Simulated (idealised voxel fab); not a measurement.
Process module, titled voxel lift off
Section shown: cut. Width: 275 nm. Cell size: 5 nm, square.
Bands, listed from the top down, are how a cross-section gets written in this document; the cross-section itself is a grid of square cells, and a band is one or more rows of them.
Top, bottom (nm), then materials left to right with widths (nm); lone material tagged "throughout" fills the whole band edge to edge; "blank" = empty space.
Ref level 0: as-received wafer is one material below here. Bottom band extends down with no lower bound ("z 0 and below").
Width: "30->40" (first number = top row, second number = bottom row, same change from row to row of cells).
Given "nothing was modified" for a step, no cell of the cross-section differs between before and after that step.
"Closed void catalog": empty spaces of 8 cells or more with no open way to the top, each given as width x height at distance, distance from the left edge, all in nm.
Past the settings on a step's line: simulator remark, on that step.
The setting "overlay nm" may be written on the line of a step. When the step uses a mask, the value reports how far to the right of the planned place the mask lay, and a negative value reports that it lay to the left.
This section lists the process steps that were planned
1) RECEIVE | material Si
2) CONFORMAL_DEP | material Al2O3 | thk nm 15
3) PATTERN | tone open | mask id LINES | material resist | width nm 30 | pitch nm 45 | thk nm 25 | overlay nm 0
4) DIRECTIONAL_DEP | material Ru | thk nm 10
5) STRIP | etch materials resist
6) CONFORMAL_DEP | material SiN | thk nm 10
Incoming wafer in cross-section (state: after step 1)
- z 0 and below: Si throughout
- Closed void catalog: none
Post-module cross-section: identical start and plan to those above, one misstep in execution
- z 35 to 25: blank: 70 | SiN: 40 | blank: 5 | SiN: 40 | blank: 5 | SiN: 40 | blank: 75
- z 25 to 15: SiN: 80 | Ru: 20 | SiN: 25 | Ru: 20 | SiN: 25 | Ru: 20 | SiN: 85
- z 15 to 0: Al2O3 throughout
- z 0 and below: Si throughout
- Closed void catalog: none
It is concluded that the wafer was processed incorrectly with respect to the plan, in that step 3, actual vs plan mismatch, actual run PATTERN | tone open | mask id LINES | material resist | width nm 20 | pitch nm 45 | thk nm 25 | overlay nm 0
